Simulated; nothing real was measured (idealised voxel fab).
Title: Process Module voxel gate over fins
It is cross-section cut that appears here, measuring 180 nm in width, its square cells being 5 nm in size.
Heads up, the way a cross-section reads in here is a grid of square cells, handed over as bands from the top down, with every band being one or more rows of cells.
Top height, bottom height, nm. Materials left to right, width each, nm. Single material + "everywhere" = fills band edge to edge. "air" = empty.
The level at which height equals 0 is the one under which the wafer, as it arrives, is entirely one material. No lower edge exists for the bottom band, which continues downward and is notated as in "from 0 down".
The expression "30..40" gives the width at the extremes of the band, the first number at its top row of cells and the second at its bottom row, with the width changing by equal amounts from each row to the next in between.
Basically "nothing was modified" means that step didn't change any cell in the cross-section.
"Cavities, closed" - sealed voids, min. 8 cells, no opening to top; format: width x height at distance (distance from left edge; nm throughout).
Whatever follows a step's settings on its line is a remark the simulator itself makes about that step.
Each step line may optionally specify "overlay nm", which for a step with a mask gives the rightward distance between the mask's planned place and where it lay, a negative value indicating the leftward direction.
The following list gives the planned process steps
step 1: RECEIVE with material Si
step 2: CONFORMAL_DEP with material SiN, thk nm 10
step 3: DIRECTIONAL_DEP with material aC, thk nm 10
step 4: PATTERN with tone cover, mask id FINS, material resist, width nm 15, pitch nm 40, thk nm 25, overlay nm 0
step 5: DIRECTIONAL_ETCH with etch materials aC, depth nm 10
step 6: STRIP with etch materials resist
step 7: DIRECTIONAL_ETCH with etch materials SiN, depth nm 10
step 8: DIRECTIONAL_ETCH with etch materials Si, depth nm 30
step 9: STRIP with etch materials aC
step 10: OXIDIZE with depth nm 5
step 11: FILL_DEP with material SiO2, thk nm 15
step 12: CMP with height nm 10
step 13: SELECTIVE_ETCH with etch materials SiO2, depth nm 25
step 14: STRIP with etch materials SiN
step 15: CONFORMAL_DEP with material HfO2, thk nm 5
step 16: CONFORMAL_DEP with material TiN, thk nm 5
step 17: FILL_DEP with material W, thk nm 10
step 18: CMP with height nm 15
step 19: CONFORMAL_DEP with material SiCN, thk nm 10
The plan's step 4 width nm is the first wafer's value; the wafers differ in this setting and start identical.
As-received cross-section, first of several wafers, post step 1
	from 0 down | Si everywhere
	Cavities, closed: none
Take a look at the first of several wafers in cross-section: the module is done, and step 19 was its last step
	from 25 to 15 | SiCN everywhere
	from 15 to 10 | W everywhere
	from 10 to 5 | 15 of W; 25 of TiN; 15 of W; 25 of TiN; 15 of W; 25 of TiN; 15 of W; 25 of TiN; 20 of W
	from 5 to 0 | 15 of W; 5 of TiN; 15 of HfO2; 5 of TiN; 15 of W; 5 of TiN; 15 of HfO2; 5 of TiN; 15 of W; 5 of TiN; 15 of HfO2; 5 of TiN; 15 of W; 5 of TiN; 15 of HfO2; 5 of TiN; 20 of W
	from 0 to -5 | 15 of W; 5 of TiN; 5 of HfO2; 5 of Si; 5 of HfO2; 5 of TiN; 15 of W; 5 of TiN; 5 of HfO2; 5 of Si; 5 of HfO2; 5 of TiN; 15 of W; 5 of TiN; 5 of HfO2; 5 of Si; 5 of HfO2; 5 of TiN; 15 of W; 5 of TiN; 5 of HfO2; 5 of Si; 5 of HfO2; 5 of TiN; 20 of W
	from -5 to -10 | 20 of TiN; 5 of HfO2; 5 of Si; 5 of HfO2; 25 of TiN; 5 of HfO2; 5 of Si; 5 of HfO2; 25 of TiN; 5 of HfO2; 5 of Si; 5 of HfO2; 25 of TiN; 5 of HfO2; 5 of Si; 5 of HfO2; 25 of TiN
	from -10 to -15 | 25 of HfO2; 5 of Si; 35 of HfO2; 5 of Si; 35 of HfO2; 5 of Si; 35 of HfO2; 5 of Si; 30 of HfO2
	from -15 to -35 | 25 of SiO2; 5 of Si; 35 of SiO2; 5 of Si; 35 of SiO2; 5 of Si; 35 of SiO2; 5 of Si; 30 of SiO2
	from -35 down | Si everywhere
	Cavities, closed: none
last wafer at the end
	from 25 to 15 | SiCN everywhere
	from 15 to 10 | W everywhere
	from 10 to 5 | 10 of W; 35 of TiN; 5 of W; 35 of TiN; 5 of W; 35 of TiN; 5 of W; 35 of TiN; 15 of W
	from 5 to 0 | 10 of W; 5 of TiN; 25 of HfO2; 5 of TiN; 5 of W; 5 of TiN; 25 of HfO2; 5 of TiN; 5 of W; 5 of TiN; 25 of HfO2; 5 of TiN; 5 of W; 5 of TiN; 25 of HfO2; 5 of TiN; 15 of W
	from 0 to -5 | 10 of W; 5 of TiN; 5 of HfO2; 15 of Si; 5 of HfO2; 5 of TiN; 5 of W; 5 of TiN; 5 of HfO2; 15 of Si; 5 of HfO2; 5 of TiN; 5 of W; 5 of TiN; 5 of HfO2; 15 of Si; 5 of HfO2; 5 of TiN; 5 of W; 5 of TiN; 5 of HfO2; 15 of Si; 5 of HfO2; 5 of TiN; 15 of W
	from -5 to -10 | 15 of TiN; 5 of HfO2; 15 of Si; 5 of HfO2; 15 of TiN; 5 of HfO2; 15 of Si; 5 of HfO2; 15 of TiN; 5 of HfO2; 15 of Si; 5 of HfO2; 15 of TiN; 5 of HfO2; 15 of Si; 5 of HfO2; 20 of TiN
	from -10 to -15 | 20 of HfO2; 15 of Si; 25 of HfO2; 15 of Si; 25 of HfO2; 15 of Si; 25 of HfO2; 15 of Si; 25 of HfO2
	from -15 to -35 | 20 of SiO2; 15 of Si; 25 of SiO2; 15 of Si; 25 of SiO2; 15 of Si; 25 of SiO2; 15 of Si; 25 of SiO2
	from -35 down | Si everywhere
	Cavities, closed: none
The rows of the table below are wafers. Looking at the end of the module, a row counts, for every material, the cells the wafer has gained, shown as (+), or lost, shown as (-), since it was received; its closed voids come next
width nm 15, +60 HfO2, -224 Si, +72 SiCN, +128 SiO2, +60 TiN, +84 W, Cavities, closed: none
width nm 20, +60 HfO2, -196 Si, +72 SiCN, +112 SiO2, +60 TiN, +72 W, Cavities, closed: none
width nm 25, +60 HfO2, -168 Si, +72 SiCN, +96 SiO2, +60 TiN, +60 W, Cavities, closed: none
